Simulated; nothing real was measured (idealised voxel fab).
Herein follows the process module entitled voxel transistor to metal.
The width of the displayed cross-section, cut, is 300 nm; its cells are square, with a size of 5 nm.
Cross-section = grid of square cells, listed top down in bands; band = one or more rows. What a band's entry tells you: where the top is and where the bottom is, as heights in nm, and after that what lies inside, material by material from left to right, each with its width in nm. Empty space is written as the word "air", and a single material marked with the word "throughout" occupies the band from edge to edge. Ref level 0: as-received wafer is one material below here. Bottom band extends down with no lower bound ("z 0 and below"). A width such as "30 to 40" changes by the same amount from each row of cells to the next, from the band's top row to its bottom row. Where a step carries "remained unchanged", the cross-section came out of it unchanged, cell for cell. Closed empty spaces (no open way to the top) of 8 cells or more are what "Catalogued sealed voids" lists, each as width x height at distance from the left edge, nm for all three. Whatever follows a step's settings on its line is a remark the simulator itself makes about that step. The line of a step may include "overlay nm". On a step with a mask, this value is how far to the right of its planned place the mask lay. A negative value means the mask lay to the left. Guide to the pairs. Each holds a before and an after cross-section around one process step; the after cross-section is cut off at the lowest band that changed. Look under the pair for the step between them and its settings. Pairs can come from different runs of this module on the same starting wafer, so a pair follows on from the one above it only where its entry headed "Before-step section" says it does.
## Before-step section
> z 20 to 10 = 40 of SiO2, then 5 of TiN, then 5 of W, then 5 of TiN, then 60 of SiO2, then 5 of TiN, then 5 of W, then 5 of TiN, then 40 of SiO2, then 5 of TiN, then 5 of W, then 5 of TiN, then 60 of SiO2, then 5 of TiN, then 5 of W, then 5 of TiN, then 40 of SiO2
> z 10 to 5 = 40 of SiO2, then 15 of TiN, then 5 of SiO2, then 5 of SiN, then 5 of HfO2, then 5 of TiN, then 20 of W, then 5 of TiN, then 5 of HfO2, then 5 of SiN, then 5 of SiO2, then 15 of TiN, then 40 of SiO2, then 15 of TiN, then 5 of SiO2, then 5 of SiN, then 5 of HfO2, then 5 of TiN, then 20 of W, then 5 of TiN, then 5 of HfO2, then 5 of SiN, then 5 of SiO2, then 15 of TiN, then 40 of SiO2
> z 5 to 0 = 40 of SiO2, then 5 of TiN, then 15 of SiGe, then 5 of SiN, then 5 of HfO2, then 5 of TiN, then 20 of W, then 5 of TiN, then 5 of HfO2, then 5 of SiN, then 15 of SiGe, then 5 of TiN, then 40 of SiO2, then 5 of TiN, then 15 of SiGe, then 5 of SiN, then 5 of HfO2, then 5 of TiN, then 20 of W, then 5 of TiN, then 5 of HfO2, then 5 of SiN, then 15 of SiGe, then 5 of TiN, then 40 of SiO2
> z 0 to -5 = 40 of SiO2, then 5 of TiN, then 15 of SiGe, then 5 of SiN, then 5 of HfO2, then 30 of TiN, then 5 of HfO2, then 5 of SiN, then 15 of SiGe, then 5 of TiN, then 40 of SiO2, then 5 of TiN, then 15 of SiGe, then 5 of SiN, then 5 of HfO2, then 30 of TiN, then 5 of HfO2, then 5 of SiN, then 15 of SiGe, then 5 of TiN, then 40 of SiO2
> z -5 to -10 = 40 of SiO2, then 5 of TiN, then 15 of SiGe, then 5 of SiO2, then 40 of HfO2, then 5 of SiO2, then 15 of SiGe, then 5 of TiN, then 40 of SiO2, then 5 of TiN, then 15 of SiGe, then 5 of SiO2, then 40 of HfO2, then 5 of SiO2, then 15 of SiGe, then 5 of TiN, then 40 of SiO2
> z -10 to -25 = 30 of SiO2, then 30 of SiGe, then 50 of Si, then 30 of SiGe, then 20 of SiO2, then 30 of SiGe, then 50 of Si, then 30 of SiGe, then 30 of SiO2
> z -25 and below = Si throughout
> Catalogued sealed voids: none
## Step Outcome
> z 25 to 20 = SiCN throughout
> Below 20, the layers are the same as they were.
> Catalogued sealed voids: none
Transition step, before and after shown above: op CONFORMAL_DEP | material SiCN | thk nm 5
Before-step section: this step begins from the cross-section that the pair just above shows after its step.
## Step Outcome
> z 40 to 25 = SiO2 throughout
> Below 25, the layers are the same as they were.
> Catalogued sealed voids: none
Transition step, before and after shown above: op DIRECTIONAL_DEP | material SiO2 | thk nm 15
Before-step section: this step begins from the cross-section that the pair just above shows after its step.
## Step Outcome
> z 55 to 40 = aC throughout
> Below 40, the layers are the same as they were.
> Catalogued sealed voids: none
Transition step, before and after shown above: op DIRECTIONAL_DEP | material aC | thk nm 15
Before-step section: this step begins from the cross-section that the pair just above shows after its step.
## Step Outcome
> z 90 to 55 = 40 of resist, then 15 of air, then 60 of resist, then 15 of air, then 40 of resist, then 15 of air, then 60 of resist, then 15 of air, then 40 of resist
> Below 55, the layers are the same as they were.
> Catalogued sealed voids: none
Transition step, before and after shown above: op PATTERN | tone open | mask id METAL_1 | material resist | width nm 15 | thk nm 35 | overlay nm 0
Before-step section: this step begins from the cross-section that the pair just above shows after its step.
## Step Outcome
> z 75 to 55 = 40 of resist, then 15 of air, then 60 of resist, then 15 of air, then 40 of resist, then 15 of air, then 60 of resist, then 15 of air, then 40 of resist
> z 55 to 40 = 40 of aC, then 15 of air, then 60 of aC, then 15 of air, then 40 of aC, then 15 of air, then 60 of aC, then 15 of air, then 40 of aC
> Below 40, the layers are the same as they were.
> Catalogued sealed voids: none
Transition step, before and after shown above: op DIRECTIONAL_ETCH | etch materials aC | depth nm 15
Before-step section: this step begins from the cross-section that the pair just above shows after its step.
## Step Outcome
> z 55 to 40 = 40 of aC, then 15 of air, then 60 of aC, then 15 of air, then 40 of aC, then 15 of air, then 60 of aC, then 15 of air, then 40 of aC
> Below 40, the layers are the same as they were.
> Catalogued sealed voids: none
Transition step, before and after shown above: op STRIP | etch materials resist
Before-step section: this step begins from the cross-section that the pair just above shows after its step.
## Step Outcome
> z 55 to 40 = 40 of aC, then 15 of air, then 60 of aC, then 15 of air, then 40 of aC, then 15 of air, then 60 of aC, then 15 of air, then 40 of aC
> z 40 to 25 = 40 of SiO2, then 15 of air, then 60 of SiO2, then 15 of air, then 40 of SiO2, then 15 of air, then 60 of SiO2, then 15 of air, then 40 of SiO2
> Below 25, the layers are the same as they were.
> Catalogued sealed voids: none
Transition step, before and after shown above: op DIRECTIONAL_ETCH | etch materials SiO2 | depth nm 15
Before-step section: this step begins from the cross-section that the pair just above shows after its step.
## Step Outcome
> z 55 to 40 = 40 of aC, then 15 of air, then 60 of aC, then 15 of air, then 40 of aC, then 15 of air, then 60 of aC, then 15 of air, then 40 of aC
> z 40 to 25 = 40 of SiO2, then 15 of air, then 60 of SiO2, then 15 of air, then 40 of SiO2, then 15 of air, then 60 of SiO2, then 15 of air, then 40 of SiO2
> z 25 to 20 = 40 of SiCN, then 15 of air, then 60 of SiCN, then 15 of air, then 40 of SiCN, then 15 of air, then 60 of SiCN, then 15 of air, then 40 of SiCN
> Below 20, the layers are the same as they were.
> Catalogued sealed voids: none
Transition step, before and after shown above: op DIRECTIONAL_ETCH | etch materials SiCN | depth nm 5
Before-step section: this step begins from the cross-section that the pair just above shows after its step.
## Step Outcome
> z 40 to 25 = 40 of SiO2, then 15 of air, then 60 of SiO2, then 15 of air, then 40 of SiO2, then 15 of air, then 60 of SiO2, then 15 of air, then 40 of SiO2
> Below 25, the layers are the same as they were.
> Catalogued sealed voids: none
Transition step, before and after shown above: op STRIP | etch materials aC
Before-step section: this step begins from the cross-section that the pair just above shows after its step.
## Step Outcome
> z 45 to 40 = 45 of TiN, then 5 of air, then 70 of TiN, then 5 of air, then 50 of TiN, then 5 of air, then 70 of TiN, then 5 of air, then 45 of TiN
> z 40 to 25 = 40 of SiO2, then 5 of TiN, then 5 of air, then 5 of TiN, then 60 of SiO2, then 5 of TiN, then 5 of air, then 5 of TiN, then 40 of SiO2, then 5 of TiN, then 5 of air, then 5 of TiN, then 60 of SiO2, then 5 of TiN, then 5 of air, then 5 of TiN, then 40 of SiO2
> z 25 to 20 = 40 of SiCN, then 15 of TiN, then 60 of SiCN, then 15 of TiN, then 40 of SiCN, then 15 of TiN, then 60 of SiCN, then 15 of TiN, then 40 of SiCN
> Below 20, the layers are the same as they were.
> Catalogued sealed voids: none
Transition step, before and after shown above: op CONFORMAL_DEP | material TiN | thk nm 5
Before-step section: this step begins from the cross-section that the pair just above shows after its step.
## Step Outcome
> z 55 to 45 = W throughout
> z 45 to 40 = 45 of TiN, then 5 of W, then 70 of TiN, then 5 of W, then 50 of TiN, then 5 of W, then 70 of TiN, then 5 of W, then 45 of TiN
> z 40 to 25 = 40 of SiO2, then 5 of TiN, then 5 of W, then 5 of TiN, then 60 of SiO2, then 5 of TiN, then 5 of W, then 5 of TiN, then 40 of SiO2, then 5 of TiN, then 5 of W, then 5 of TiN, then 60 of SiO2, then 5 of TiN, then 5 of W, then 5 of TiN, then 40 of SiO2
> Below 25, the layers are the same as they were.
> Catalogued sealed voids: none
Transition step, before and after shown above: op FILL_DEP | material W | thk nm 10
Before-step section: this step begins from the cross-section that the pair just above shows after its step.
## Step Outcome
> z 40 to 25 = 40 of SiO2, then 5 of TiN, then 5 of W, then 5 of TiN, then 60 of SiO2, then 5 of TiN, then 5 of W, then 5 of TiN, then 40 of SiO2, then 5 of TiN, then 5 of W, then 5 of TiN, then 60 of SiO2, then 5 of TiN, then 5 of W, then 5 of TiN, then 40 of SiO2
> Below 25, the layers are the same as they were.
> Catalogued sealed voids: none
Transition step, before and after shown above: op CMP | height nm 40
Before-step section: this step begins from the cross-section that the pair just above shows after its step.
## Step Outcome
> z 45 to 40 = SiN throughout
> Below 40, the layers are the same as they were.
> Catalogued sealed voids: none
Transition step, before and after shown above: op CONFORMAL_DEP | material SiN | thk nm 5
## Before-step section
> z 25 to 15 = 65 of air, then 5 of SiO2, then 30 of SiCN, then 5 of SiO2, then 90 of air, then 5 of SiO2, then 30 of SiCN, then 5 of SiO2, then 65 of air
> z 15 to -5 = 65 of air, then 5 of SiO2, then 30 of polySi, then 5 of SiO2, then 90 of air, then 5 of SiO2, then 30 of polySi, then 5 of SiO2, then 65 of air
> z -5 to -10 = SiO2 throughout
> z -10 to -25 = 30 of SiO2, then 110 of Si, then 20 of SiO2, then 110 of Si, then 30 of SiO2
> z -25 and below = Si throughout
> Catalogued sealed voids: none
## Step Outcome
> z 25 to 20 = 70 of air, then 30 of SiCN, then 100 of air, then 30 of SiCN, then 70 of air
> z 20 to 15 = 65 of air, then 5 of SiO2, then 30 of SiCN, then 5 of SiO2, then 90 of air, then 5 of SiO2, then 30 of SiCN, then 5 of SiO2, then 65 of air
> z 15 to -5 = 65 of air, then 5 of SiO2, then 30 of polySi, then 5 of SiO2, then 90 of air, then 5 of SiO2, then 30 of polySi, then 5 of SiO2, then 65 of air
> z -5 to -10 = 65 of air, then 40 of SiO2, then 90 of air, then 40 of SiO2, then 65 of air
> Below -10, the layers are the same as they were.
> Catalogued sealed voids: none
Transition step, before and after shown above: op DIRECTIONAL_ETCH | etch materials SiO2 | depth nm 5
Before-step section: this step begins from the cross-section that the pair just above shows after its step.
## Step Outcome
> z 25 to 20 = 70 of air, then 30 of SiCN, then 100 of air, then 30 of SiCN, then 70 of air
> z 20 to 15 = 65 of air, then 5 of SiO2, then 30 of SiCN, then 5 of SiO2, then 90 of air, then 5 of SiO2, then 30 of SiCN, then 5 of SiO2, then 65 of air
> z 15 to -5 = 65 of air, then 5 of SiO2, then 30 of polySi, then 5 of SiO2, then 90 of air, then 5 of SiO2, then 30 of polySi, then 5 of SiO2, then 65 of air
> z -5 to -10 = 65 of air, then 40 of SiO2, then 90 of air, then 40 of SiO2, then 65 of air
> z -10 to -25 = 30 of SiO2, then 35 of air, then 40 of Si, then 35 of air, then 20 of SiO2, then 35 of air, then 40 of Si, then 35 of air, then 30 of SiO2
> Below -25, the layers are the same as they were.
> Catalogued sealed voids: none
Transition step, before and after shown above: op DIRECTIONAL_ETCH | etch materials Si | depth nm 15
Before-step section: this step begins from the cross-section that the pair just above shows after its step.
## Step Outcome
> z 25 to 20 = 70 of air, then 30 of SiCN, then 100 of air, then 30 of SiCN, then 70 of air
> z 20 to 15 = 65 of air, then 5 of SiO2, then 30 of SiCN, then 5 of SiO2, then 90 of air, then 5 of SiO2, then 30 of SiCN, then 5 of SiO2, then 65 of air
> z 15 to 5 = 65 of air, then 5 of SiO2, then 30 of polySi, then 5 of SiO2, then 90 of air, then 5 of SiO2, then 30 of polySi, then 5 of SiO2, then 65 of air
> z 5 to -5 = 50 of air, then 15 of SiGe, then 5 of SiO2, then 30 of polySi, then 5 of SiO2, then 15 of SiGe, then 60 of air, then 15 of SiGe, then 5 of SiO2, then 30 of polySi, then 5 of SiO2, then 15 of SiGe, then 50 of air
> z -5 to -10 = 50 of air, then 15 of SiGe, then 40 of SiO2, then 15 of SiGe, then 60 of air, then 15 of SiGe, then 40 of SiO2, then 15 of SiGe, then 50 of air
> z -10 to -25 = 30 of SiO2, then 35 of SiGe, then 40 of Si, then 35 of SiGe, then 20 of SiO2, then 35 of SiGe, then 40 of Si, then 35 of SiGe, then 30 of SiO2
> Below -25, the layers are the same as they were.
> Catalogued sealed voids: none
Transition step, before and after shown above: op EPI | material SiGe | thk nm 15
Before-step section: this step begins from the cross-section that the pair just above shows after its step.
## Step Outcome
> z 35 to 25 = SiO2 throughout
> z 25 to 15 = 70 of SiO2, then 30 of SiCN, then 100 of SiO2, then 30 of SiCN, then 70 of SiO2
> z 15 to 5 = 70 of SiO2, then 30 of polySi, then 100 of SiO2, then 30 of polySi, then 70 of SiO2
> z 5 to -5 = 50 of SiO2, then 15 of SiGe, then 5 of SiO2, then 30 of polySi, then 5 of SiO2, then 15 of SiGe, then 60 of SiO2, then 15 of SiGe, then 5 of SiO2, then 30 of polySi, then 5 of SiO2, then 15 of SiGe, then 50 of SiO2
> z -5 to -10 = 50 of SiO2, then 15 of SiGe, then 40 of SiO2, then 15 of SiGe, then 60 of SiO2, then 15 of SiGe, then 40 of SiO2, then 15 of SiGe, then 50 of SiO2
> Below -10, the layers are the same as they were.
> Catalogued sealed voids: none
Transition step, before and after shown above: op FILL_DEP | material SiO2 | thk nm 10
Before-step section: this step begins from the cross-section that the pair just above shows after its step.
## Step Outcome
> z 15 to 5 = 70 of SiO2, then 30 of polySi, then 100 of SiO2, then 30 of polySi, then 70 of SiO2
> Below 5, the layers are the same as they were.
> Catalogued sealed voids: none
Transition step, before and after shown above: op CMP | height nm 15
Before-step section: this step begins from the cross-section that the pair just above shows after its step.
## Step Outcome
> z 15 to 5 = 70 of SiO2, then 30 of air, then 100 of SiO2, then 30 of air, then 70 of SiO2
> z 5 to -5 = 50 of SiO2, then 15 of SiGe, then 5 of SiO2, then 30 of air, then 5 of SiO2, then 15 of SiGe, then 60 of SiO2, then 15 of SiGe, then 5 of SiO2, then 30 of air, then 5 of SiO2, then 15 of SiGe, then 50 of SiO2
> Below -5, the layers are the same as they were.
> Catalogued sealed voids: none
Transition step, before and after shown above: op STRIP | etch materials polySi
Before-step section: this step begins from the cross-section that the pair just above shows after its step.
## Step Outcome
> z 10 to 5 = 65 of SiO2, then 40 of air, then 90 of SiO2, then 40 of air, then 65 of SiO2
> z 5 to -10 = 50 of SiO2, then 15 of SiGe, then 40 of air, then 15 of SiGe, then 60 of SiO2, then 15 of SiGe, then 40 of air, then 15 of SiGe, then 50 of SiO2
> Below -10, the layers are the same as they were.
> Catalogued sealed voids: none
Transition step, before and after shown above: op SELECTIVE_ETCH | etch materials SiO2 | depth nm 5
Before-step section: this step begins from the cross-section that the pair just above shows after its step.
## Step Outcome
> z 15 to 10 = 70 of HfO2, then 30 of air, then 100 of HfO2, then 30 of air, then 70 of HfO2
> z 10 to 5 = 65 of SiO2, then 5 of HfO2, then 30 of air, then 5 of HfO2, then 90 of SiO2, then 5 of HfO2, then 30 of air, then 5 of HfO2, then 65 of SiO2
> z 5 to -5 = 50 of SiO2, then 15 of SiGe, then 5 of HfO2, then 30 of air, then 5 of HfO2, then 15 of SiGe, then 60 of SiO2, then 15 of SiGe, then 5 of HfO2, then 30 of air, then 5 of HfO2, then 15 of SiGe, then 50 of SiO2
> z -5 to -10 = 50 of SiO2, then 15 of SiGe, then 40 of HfO2, then 15 of SiGe, then 60 of SiO2, then 15 of SiGe, then 40 of HfO2, then 15 of SiGe, then 50 of SiO2
> Below -10, the layers are the same as they were.
> Catalogued sealed voids: none
Transition step, before and after shown above: op CONFORMAL_DEP | material HfO2 | thk nm 5
Before-step section: this step begins from the cross-section that the pair just above shows after its step.
## Step Outcome
> z 20 to 15 = 75 of TiN, then 20 of air, then 110 of TiN, then 20 of air, then 75 of TiN
> z 15 to 10 = 70 of HfO2, then 5 of TiN, then 20 of air, then 5 of TiN, then 100 of HfO2, then 5 of TiN, then 20 of air, then 5 of TiN, then 70 of HfO2
> z 10 to 5 = 65 of SiO2, then 5 of HfO2, then 5 of TiN, then 20 of air, then 5 of TiN, then 5 of HfO2, then 90 of SiO2, then 5 of HfO2, then 5 of TiN, then 20 of air, then 5 of TiN, then 5 of HfO2, then 65 of SiO2
> z 5 to 0 = 50 of SiO2, then 15 of SiGe, then 5 of HfO2, then 5 of TiN, then 20 of air, then 5 of TiN, then 5 of HfO2, then 15 of SiGe, then 60 of SiO2, then 15 of SiGe, then 5 of HfO2, then 5 of TiN, then 20 of air, then 5 of TiN, then 5 of HfO2, then 15 of SiGe, then 50 of SiO2
> z 0 to -5 = 50 of SiO2, then 15 of SiGe, then 5 of HfO2, then 30 of TiN, then 5 of HfO2, then 15 of SiGe, then 60 of SiO2, then 15 of SiGe, then 5 of HfO2, then 30 of TiN, then 5 of HfO2, then 15 of SiGe, then 50 of SiO2
> Below -5, the layers are the same as they were.
> Catalogued sealed voids: none
Transition step, before and after shown above: op CONFORMAL_DEP | material TiN | thk nm 5
Before-step section: this step begins from the cross-section that the pair just above shows after its step.
## Step Outcome
> z 30 to 20 = W throughout
> z 20 to 15 = 75 of TiN, then 20 of W, then 110 of TiN, then 20 of W, then 75 of TiN
> z 15 to 10 = 70 of HfO2, then 5 of TiN, then 20 of W, then 5 of TiN, then 100 of HfO2, then 5 of TiN, then 20 of W, then 5 of TiN, then 70 of HfO2
> z 10 to 5 = 65 of SiO2, then 5 of HfO2, then 5 of TiN, then 20 of W, then 5 of TiN, then 5 of HfO2, then 90 of SiO2, then 5 of HfO2, then 5 of TiN, then 20 of W, then 5 of TiN, then 5 of HfO2, then 65 of SiO2
> z 5 to 0 = 50 of SiO2, then 15 of SiGe, then 5 of HfO2, then 5 of TiN, then 20 of W, then 5 of TiN, then 5 of HfO2, then 15 of SiGe, then 60 of SiO2, then 15 of SiGe, then 5 of HfO2, then 5 of TiN, then 20 of W, then 5 of TiN, then 5 of HfO2, then 15 of SiGe, then 50 of SiO2
> Below 0, the layers are the same as they were.
> Catalogued sealed voids: none
Transition step, before and after shown above: op FILL_DEP | material W | thk nm 10
Before-step section: this step begins from the cross-section that the pair just above shows after its step.
## Step Outcome
> z 10 to 5 = 65 of SiO2, then 5 of HfO2, then 5 of TiN, then 20 of W, then 5 of TiN, then 5 of HfO2, then 90 of SiO2, then 5 of HfO2, then 5 of TiN, then 20 of W, then 5 of TiN, then 5 of HfO2, then 65 of SiO2
> Below 5, the layers are the same as they were.
> Catalogued sealed voids: none
Transition step, before and after shown above: op CMP | height nm 10
Before-step section: this step begins from the cross-section that the pair just above shows after its step.
## Step Outcome
> z 20 to 10 = SiO2 throughout
> Below 10, the layers are the same as they were.
> Catalogued sealed voids: none
Transition step, before and after shown above: op DIRECTIONAL_DEP | material SiO2 | thk nm 10
Before-step section: this step begins from the cross-section that the pair just above shows after its step.
## Step Outcome
> z 20 to 10 = 40 of SiO2, then 15 of air, then 60 of SiO2, then 15 of air, then 40 of SiO2, then 15 of air, then 60 of SiO2, then 15 of air, then 40 of SiO2
> z 10 to 5 = 40 of SiO2, then 15 of air, then 10 of SiO2, then 5 of HfO2, then 5 of TiN, then 20 of W, then 5 of TiN, then 5 of HfO2, then 10 of SiO2, then 15 of air, then 40 of SiO2, then 15 of air, then 10 of SiO2, then 5 of HfO2, then 5 of TiN, then 20 of W, then 5 of TiN, then 5 of HfO2, then 10 of SiO2, then 15 of air, then 40 of SiO2
> z 5 to 0 = 40 of SiO2, then 10 of air, then 15 of SiGe, then 5 of HfO2, then 5 of TiN, then 20 of W, then 5 of TiN, then 5 of HfO2, then 15 of SiGe, then 10 of air, then 40 of SiO2, then 10 of air, then 15 of SiGe, then 5 of HfO2, then 5 of TiN, then 20 of W, then 5 of TiN, then 5 of HfO2, then 15 of SiGe, then 10 of air, then 40 of SiO2
> z 0 to -5 = 40 of SiO2, then 10 of air, then 15 of SiGe, then 5 of HfO2, then 30 of TiN, then 5 of HfO2, then 15 of SiGe, then 10 of air, then 40 of SiO2, then 10 of air, then 15 of SiGe, then 5 of HfO2, then 30 of TiN, then 5 of HfO2, then 15 of SiGe, then 10 of air, then 40 of SiO2
> z -5 to -10 = 40 of SiO2, then 10 of air, then 15 of SiGe, then 40 of HfO2, then 15 of SiGe, then 10 of air, then 40 of SiO2, then 10 of air, then 15 of SiGe, then 40 of HfO2, then 15 of SiGe, then 10 of air, then 40 of SiO2
> Below -10, the layers are the same as they were.
> Catalogued sealed voids: none
Transition step, before and after shown above: op MASKED_ETCH | tone open | mask id CONTACT | width nm 15 | etch materials SiO2 | depth nm 30 | overlay nm 0
Before-step section: this step begins from the cross-section that the pair just above shows after its step.
## Step Outcome
> z 25 to 20 = 45 of TiN, then 5 of air, then 70 of TiN, then 5 of air, then 50 of TiN, then 5 of air, then 70 of TiN, then 5 of air, then 45 of TiN
> z 20 to 10 = 40 of SiO2, then 5 of TiN, then 5 of air, then 5 of TiN, then 60 of SiO2, then 5 of TiN, then 5 of air, then 5 of TiN, then 40 of SiO2, then 5 of TiN, then 5 of air, then 5 of TiN, then 60 of SiO2, then 5 of TiN, then 5 of air, then 5 of TiN, then 40 of SiO2
> z 10 to 5 = 40 of SiO2, then 15 of TiN, then 10 of SiO2, then 5 of HfO2, then 5 of TiN, then 20 of W, then 5 of TiN, then 5 of HfO2, then 10 of SiO2, then 15 of TiN, then 40 of SiO2, then 15 of TiN, then 10 of SiO2, then 5 of HfO2, then 5 of TiN, then 20 of W, then 5 of TiN, then 5 of HfO2, then 10 of SiO2, then 15 of TiN, then 40 of SiO2
> z 5 to 0 = 40 of SiO2, then 10 of TiN, then 15 of SiGe, then 5 of HfO2, then 5 of TiN, then 20 of W, then 5 of TiN, then 5 of HfO2, then 15 of SiGe, then 10 of TiN, then 40 of SiO2, then 10 of TiN, then 15 of SiGe, then 5 of HfO2, then 5 of TiN, then 20 of W, then 5 of TiN, then 5 of HfO2, then 15 of SiGe, then 10 of TiN, then 40 of SiO2
> z 0 to -5 = 40 of SiO2, then 10 of TiN, then 15 of SiGe, then 5 of HfO2, then 30 of TiN, then 5 of HfO2, then 15 of SiGe, then 10 of TiN, then 40 of SiO2, then 10 of TiN, then 15 of SiGe, then 5 of HfO2, then 30 of TiN, then 5 of HfO2, then 15 of SiGe, then 10 of TiN, then 40 of SiO2
> z -5 to -10 = 40 of SiO2, then 10 of TiN, then 15 of SiGe, then 40 of HfO2, then 15 of SiGe, then 10 of TiN, then 40 of SiO2, then 10 of TiN, then 15 of SiGe, then 40 of HfO2, then 15 of SiGe, then 10 of TiN, then 40 of SiO2
> Below -10, the layers are the same as they were.
> Catalogued sealed voids: none
Transition step, before and after shown above: op CONFORMAL_DEP | material TiN | thk nm 5
Before-step section: this step begins from the cross-section that the pair just above shows after its step.
## Step Outcome
> z 30 to 25 = W throughout
> z 25 to 20 = 45 of TiN, then 5 of W, then 70 of TiN, then 5 of W, then 50 of TiN, then 5 of W, then 70 of TiN, then 5 of W, then 45 of TiN
> z 20 to 10 = 40 of SiO2, then 5 of TiN, then 5 of W, then 5 of TiN, then 60 of SiO2, then 5 of TiN, then 5 of W, then 5 of TiN, then 40 of SiO2, then 5 of TiN, then 5 of W, then 5 of TiN, then 60 of SiO2, then 5 of TiN, then 5 of W, then 5 of TiN, then 40 of SiO2
> Below 10, the layers are the same as they were.
> Catalogued sealed voids: none
Transition step, before and after shown above: op FILL_DEP | material W | thk nm 5
Before-step section: this step begins from the cross-section that the pair just above shows after its step.
## Step Outcome
> z 20 to 10 = 40 of SiO2, then 5 of TiN, then 5 of W, then 5 of TiN, then 60 of SiO2, then 5 of TiN, then 5 of W, then 5 of TiN, then 40 of SiO2, then 5 of TiN, then 5 of W, then 5 of TiN, then 60 of SiO2, then 5 of TiN, then 5 of W, then 5 of TiN, then 40 of SiO2
> Below 10, the layers are the same as they were.
> Catalogued sealed voids: none
Transition step, before and after shown above: op CMP | height nm 20
Before-step section: this step begins from the cross-section that the pair just above shows after its step.
## Step Outcome
> z 25 to 20 = SiCN throughout
> Below 20, the layers are the same as they were.
> Catalogued sealed voids: none
Transition step, before and after shown above: op CONFORMAL_DEP | material SiCN | thk nm 5
Before-step section: this step begins from the cross-section that the pair just above shows after its step.
## Step Outcome
> z 40 to 25 = SiO2 throughout
> Below 25, the layers are the same as they were.
> Catalogued sealed voids: none
Transition step, before and after shown above: op DIRECTIONAL_DEP | material SiO2 | thk nm 15
Before-step section: this step begins from the cross-section that the pair just above shows after its step.
## Step Outcome
> z 55 to 40 = aC throughout
> Below 40, the layers are the same as they were.
> Catalogued sealed voids: none
Transition step, before and after shown above: op DIRECTIONAL_DEP | material aC | thk nm 15
Before-step section: this step begins from the cross-section that the pair just above shows after its step.
## Step Outcome
> z 90 to 55 = 40 of resist, then 15 of air, then 60 of resist, then 15 of air, then 40 of resist, then 15 of air, then 60 of resist, then 15 of air, then 40 of resist
> Below 55, the layers are the same as they were.
> Catalogued sealed voids: none
Transition step, before and after shown above: op PATTERN | tone open | mask id METAL_1 | material resist | width nm 15 | thk nm 35 | overlay nm 0
Before-step section: this step begins from the cross-section that the pair just above shows after its step.
## Step Outcome
> z 75 to 55 = 40 of resist, then 15 of air, then 60 of resist, then 15 of air, then 40 of resist, then 15 of air, then 60 of resist, then 15 of air, then 40 of resist
> z 55 to 40 = 40 of aC, then 15 of air, then 60 of aC, then 15 of air, then 40 of aC, then 15 of air, then 60 of aC, then 15 of air, then 40 of aC
> Below 40, the layers are the same as they were.
> Catalogued sealed voids: none
Transition step, before and after shown above: op DIRECTIONAL_ETCH | etch materials aC | depth nm 15
Before-step section: this step begins from the cross-section that the pair just above shows after its step.
## Step Outcome
> z 55 to 40 = 40 of aC, then 15 of air, then 60 of aC, then 15 of air, then 40 of aC, then 15 of air, then 60 of aC, then 15 of air, then 40 of aC
> Below 40, the layers are the same as they were.
> Catalogued sealed voids: none
Transition step, before and after shown above: op STRIP | etch materials resist
Before-step section: this step begins from the cross-section that the pair just above shows after its step.
## Step Outcome
> z 55 to 40 = 40 of aC, then 15 of air, then 60 of aC, then 15 of air, then 40 of aC, then 15 of air, then 60 of aC, then 15 of air, then 40 of aC
> z 40 to 25 = 40 of SiO2, then 15 of air, then 60 of SiO2, then 15 of air, then 40 of SiO2, then 15 of air, then 60 of SiO2, then 15 of air, then 40 of SiO2
> Below 25, the layers are the same as they were.
> Catalogued sealed voids: none
Transition step, before and after shown above: op DIRECTIONAL_ETCH | etch materials SiO2 | depth nm 15
Before-step section: this step begins from the cross-section that the pair just above shows after its step.
## Step Outcome
> z 55 to 40 = 40 of aC, then 15 of air, then 60 of aC, then 15 of air, then 40 of aC, then 15 of air, then 60 of aC, then 15 of air, then 40 of aC
> z 40 to 25 = 40 of SiO2, then 15 of air, then 60 of SiO2, then 15 of air, then 40 of SiO2, then 15 of air, then 60 of SiO2, then 15 of air, then 40 of SiO2
> z 25 to 20 = 40 of SiCN, then 15 of air, then 60 of SiCN, then 15 of air, then 40 of SiCN, then 15 of air, then 60 of SiCN, then 15 of air, then 40 of SiCN
> Below 20, the layers are the same as they were.
> Catalogued sealed voids: none
Transition step, before and after shown above: op DIRECTIONAL_ETCH | etch materials SiCN | depth nm 5
Before-step section: this step begins from the cross-section that the pair just above shows after its step.
## Step Outcome
> z 40 to 25 = 40 of SiO2, then 15 of air, then 60 of SiO2, then 15 of air, then 40 of SiO2, then 15 of air, then 60 of SiO2, then 15 of air, then 40 of SiO2
> Below 25, the layers are the same as they were.
> Catalogued sealed voids: none
Transition step, before and after shown above: op STRIP | etch materials aC
Before-step section: this step begins from the cross-section that the pair just above shows after its step.
## Step Outcome
> z 45 to 40 = 45 of TiN, then 5 of air, then 70 of TiN, then 5 of air, then 50 of TiN, then 5 of air, then 70 of TiN, then 5 of air, then 45 of TiN
> z 40 to 25 = 40 of SiO2, then 5 of TiN, then 5 of air, then 5 of TiN, then 60 of SiO2, then 5 of TiN, then 5 of air, then 5 of TiN, then 40 of SiO2, then 5 of TiN, then 5 of air, then 5 of TiN, then 60 of SiO2, then 5 of TiN, then 5 of air, then 5 of TiN, then 40 of SiO2
> z 25 to 20 = 40 of SiCN, then 15 of TiN, then 60 of SiCN, then 15 of TiN, then 40 of SiCN, then 15 of TiN, then 60 of SiCN, then 15 of TiN, then 40 of SiCN
> Below 20, the layers are the same as they were.
> Catalogued sealed voids: none
Transition step, before and after shown above: op CONFORMAL_DEP | material TiN | thk nm 5
Before-step section: this step begins from the cross-section that the pair just above shows after its step.
## Step Outcome
> z 55 to 45 = W throughout
> z 45 to 40 = 45 of TiN, then 5 of W, then 70 of TiN, then 5 of W, then 50 of TiN, then 5 of W, then 70 of TiN, then 5 of W, then 45 of TiN
> z 40 to 25 = 40 of SiO2, then 5 of TiN, then 5 of W, then 5 of TiN, then 60 of SiO2, then 5 of TiN, then 5 of W, then 5 of TiN, then 40 of SiO2, then 5 of TiN, then 5 of W, then 5 of TiN, then 60 of SiO2, then 5 of TiN, then 5 of W, then 5 of TiN, then 40 of SiO2
> Below 25, the layers are the same as they were.
> Catalogued sealed voids: none
Transition step, before and after shown above: op FILL_DEP | material W | thk nm 10
Before-step section: this step begins from the cross-section that the pair just above shows after its step.
## Step Outcome
> z 40 to 25 = 40 of SiO2, then 5 of TiN, then 5 of W, then 5 of TiN, then 60 of SiO2, then 5 of TiN, then 5 of W, then 5 of TiN, then 40 of SiO2, then 5 of TiN, then 5 of W, then 5 of TiN, then 60 of SiO2, then 5 of TiN, then 5 of W, then 5 of TiN, then 40 of SiO2
> Below 25, the layers are the same as they were.
> Catalogued sealed voids: none
Transition step, before and after shown above: op CMP | height nm 40
Before-step section: this step begins from the cross-section that the pair just above shows after its step.
## Step Outcome
> z 45 to 40 = SiN throughout
> Below 40, the layers are the same as they were.
> Catalogued sealed voids: none
Transition step, before and after shown above: op CONFORMAL_DEP | material SiN | thk nm 5
